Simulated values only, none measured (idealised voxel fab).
Process module under the name voxel capacitor over wiring
We display cut, a cross-section 270 nm in width whose square cells are each 5 nm.
A cross-section in this document is a grid of square cells, and it is written down as bands, the top band listed before the ones below it; a band is made up of one or more rows of cells. What a band's entry tells you: where the top is and where the bottom is, as heights in nm, and after that what lies inside, material by material from left to right, each with its width in nm. Empty space is written as the word "air", and a single material marked with the word "edge to edge" occupies the band from edge to edge. It should be noted that heights are counted from 0, beneath which the wafer as supplied is of one material throughout, and that the lowest band possesses no lower boundary but continues downward, as written in "0..down". You'd read "30..40" like this: the band's top row of cells is as wide as the first number, its bottom row is as wide as the second, and going down, every row changes width by the same amount as the row before did. What does "nothing got changed" mean for a step? It means no cell of the cross-section changed in that step. Enclosed void entries: empty space of 8 cells or more with no open way to the top, each as width x height at its distance from the left edge, in nm. Past the settings on a step's line: simulator remark, on that step. overlay nm: on a step with a mask, how far right of its planned place the mask lay; negative means left.
# Planned process steps
1: op RECEIVE | material Si
2: op CONFORMAL_DEP | material SiO2 | thk nm 15
3: op DIRECTIONAL_DEP | material TiN | thk nm 5
4: op DIRECTIONAL_DEP | material Ru | thk nm 25
5: op PATTERN | tone cover | mask id METAL_1 | material resist | width nm 20 | pitch nm 75 | thk nm 15 | overlay nm 0
6: op DIRECTIONAL_ETCH | etch materials Ru | depth nm 25
7: op DIRECTIONAL_ETCH | etch materials TiN | depth nm 5
8: op STRIP | etch materials resist
9: op CONFORMAL_DEP | material SiN | thk nm 5
10: op FILL_DEP | material lowk | thk nm 10
11: op CMP | height nm 45
12: op CONFORMAL_DEP | material SiCN | thk nm 5
13: op DIRECTIONAL_DEP | material lowk | thk nm 10
14: op DIRECTIONAL_DEP | material aC | thk nm 10
15: op PATTERN | tone open | mask id PLUG_1 | material resist | width nm 15 | thk nm 25 | overlay nm 0
16: op DIRECTIONAL_ETCH | etch materials aC | depth nm 10
17: op STRIP | etch materials resist
18: op DIRECTIONAL_ETCH | etch materials lowk | depth nm 10
19: op DIRECTIONAL_ETCH | etch materials SiCN | depth nm 5
20: op STRIP | etch materials aC
21: op CONFORMAL_DEP | material TiN | thk nm 5
22: op FILL_DEP | material Ru | thk nm 10
23: op CMP | height nm 60
24: op DIRECTIONAL_DEP | material TiN | thk nm 10
25: op DIRECTIONAL_DEP | material SiN | thk nm 5
26: op DIRECTIONAL_DEP | material TiN | thk nm 10
27: op PATTERN | tone cover | mask id UPPER_PLATE | material resist | width nm 60 | thk nm 20 | overlay nm 0
28: op DIRECTIONAL_ETCH | etch materials TiN | depth nm 10
29: op DIRECTIONAL_ETCH | etch materials SiN | depth nm 5
30: op STRIP | etch materials resist
31: op MASKED_ETCH | tone cover | mask id LOWER_PLATE | width nm 70 | etch materials TiN | depth nm 10 | overlay nm 0
32: op FILL_DEP | material SiO2 | thk nm 20
33: op CMP | height nm 100
34: op DIRECTIONAL_DEP | material aC | thk nm 10
35: op PATTERN | tone open | mask id PLUG_2 | material resist | width nm 15 | thk nm 25 | overlay nm 0
36: op DIRECTIONAL_ETCH | etch materials aC | depth nm 10
37: op STRIP | etch materials resist
38: op DIRECTIONAL_ETCH | etch materials SiO2 | depth nm 15
39: op STRIP | etch materials aC
40: op CONFORMAL_DEP | material TiN | thk nm 5
41: op FILL_DEP | material Ru | thk nm 10
42: op CMP | height nm 100
43: op CONFORMAL_DEP | material SiN | thk nm 5
# Here's what the wafer looked like in cross-section when it arrived - that's after step 1
  0..down | Si edge to edge
  Enclosed void entries: none
# Run as planned - first of the two wafers cross-sectioned at the end of the module
  105..100 | SiN edge to edge
  100..90 | SiO2=100, then TiN=5, then Ru=5, then TiN=5, then SiO2=155
  90..85 | SiO2=100, then TiN=15, then SiO2=155
  85..75 | SiO2=90, then TiN=60, then SiO2=120
  75..70 | SiO2=90, then SiN=60, then SiO2=120
  70..60 | SiO2=85, then TiN=70, then SiO2=115
  60..50 | lowk=90, then TiN=5, then Ru=5, then TiN=5, then lowk=165
  50..45 | SiCN=90, then TiN=15, then SiCN=165
  45..20 | lowk=80, then SiN=5, then Ru=20, then SiN=5, then lowk=45, then SiN=5, then Ru=20, then SiN=5, then lowk=85
  20..15 | SiN=85, then TiN=20, then SiN=55, then TiN=20, then SiN=90
  15..0 | SiO2 edge to edge
  0..down | Si edge to edge
  Enclosed void entries: none
# This is the second of the two wafers, cross-sectioned at the end of the module; it started exactly like the first and was given the same plan, but it was run with one mistake
  105..100 | SiN edge to edge
  100..90 | SiO2=100, then TiN=5, then Ru=5, then TiN=5, then SiO2=155
  90..85 | SiO2=100, then TiN=15, then SiO2=155
  85..75 | SiO2=90, then TiN=60, then SiO2=120
  75..70 | SiO2=90, then SiN=60, then SiO2=120
  70..60 | SiO2=85, then TiN=70, then SiO2=115
  60..50 | lowk edge to edge
  50..45 | lowk=80, then SiN=30, then lowk=45, then SiN=30, then lowk=85
  45..20 | lowk=80, then SiN=5, then Ru=20, then SiN=5, then lowk=45, then SiN=5, then Ru=20, then SiN=5, then lowk=85
  20..15 | SiN=85, then TiN=20, then SiN=55, then TiN=20, then SiN=90
  15..0 | SiO2 edge to edge
  0..down | Si edge to edge
  Enclosed void entries: none
What broke from the plan during processing? with respect to the plan, step 11 was omitted and not executed
Wrapping up, a cell-based count of both wafers puts the second over or under the first for these materials: Ru: 2 fewer, SiCN: 51 fewer, SiN: 12 more, TiN: 7 fewer, lowk: 48 more
